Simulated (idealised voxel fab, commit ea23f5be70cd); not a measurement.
process module | voxel self aligned vias
cross-section cut | 265 nm wide | cells 5 nm
A cross-section is a grid of square cells, given in bands from the top down. A band is one or more rows of cells.
Each band's line starts with the height of the band's top and of its bottom, in nm. Then come its materials from left to right, each with its width in nm. One material with "throughout" fills the band from edge to edge. "air" is empty space.
Height 0 is the level under which the wafer as received is all one material. The lowest band goes on downwards, as in "0 down".
A width such as "30 to 40" changes by the same amount from each row of cells to the next, from the band's top row to its bottom row.
"no change" after a step means that no cell of the cross-section changed.
closed voids: empty space of 8 cells or more with no open way to the top, each as width x height at its distance from the left edge, in nm
after a step's settings: what the simulator itself notes on the step
overlay nm, on a step with a mask: how far to the right of its planned place the mask lay; to the left if negative
plan
1 op RECEIVE | material Si
2 op CONFORMAL_DEP | material SiO2 | thk nm 15
3 op CONFORMAL_DEP | material SiCN | thk nm 5
4 op DIRECTIONAL_DEP | material lowk | thk nm 25
5 op DIRECTIONAL_DEP | material aC | thk nm 15
6 op PATTERN | tone open | mask id LINES | material resist | width nm 20 | pitch nm 60 | thk nm 35 | overlay nm 0
7 op DIRECTIONAL_ETCH | etch materials aC | depth nm 15
8 op STRIP | etch materials resist
9 op DIRECTIONAL_ETCH | etch materials lowk | depth nm 15
10 op STRIP | etch materials aC
11 op CONFORMAL_DEP | material TiN | thk nm 5
12 op FILL_DEP | material W | thk nm 5
13 op CMP | height nm 45
14 op SELECTIVE_ETCH | etch materials W Ru TiN | depth nm 10
15 op FILL_DEP | material SiN | thk nm 10
16 op CMP | height nm 45
17 op DIRECTIONAL_DEP | material lowk | thk nm 15
18 op DIRECTIONAL_DEP | material aC | thk nm 15
19 op PATTERN | tone open | mask id VIAS | material resist | width nm 30 | pitch nm 60 | thk nm 35 | overlay nm 0
20 op DIRECTIONAL_ETCH | etch materials aC | depth nm 15
21 op STRIP | etch materials resist
22 op DIRECTIONAL_ETCH | etch materials lowk | depth nm 15
23 op DIRECTIONAL_ETCH | etch materials SiN | depth nm 10
24 op STRIP | etch materials aC
25 op CONFORMAL_DEP | material TiN | thk nm 5
26 op FILL_DEP | material W | thk nm 10
27 op CMP | height nm 60
28 op CONFORMAL_DEP | material SiN | thk nm 5
varied across the wafers: depth nm of step 9. The plan shows the first wafer's value. All wafers start alike
first wafer as received, after step 1
  0 down: Si throughout
  closed voids: none
each wafer at the end: cells of each material gained (+) or lost (-) since it was received, then its closed voids
depth nm 15 | +53 SiCN | +53 SiN | +159 SiO2 | +54 TiN | +36 W | +334 lowk | closed voids: none
depth nm 20 | +53 SiCN | +53 SiN | +159 SiO2 | +60 TiN | +42 W | +322 lowk | closed voids: none
depth nm 25 | +53 SiCN | +53 SiN | +159 SiO2 | +66 TiN | +48 W | +310 lowk | closed voids: none
depth nm 30 | +53 SiCN | +53 SiN | +159 SiO2 | +66 TiN | +48 W | +310 lowk | closed voids: none
depth nm 35 | +53 SiCN | +53 SiN | +159 SiO2 | +66 TiN | +48 W | +310 lowk | closed voids: none
depth nm 40 | +53 SiCN | +53 SiN | +159 SiO2 | +66 TiN | +48 W | +310 lowk | closed voids: none
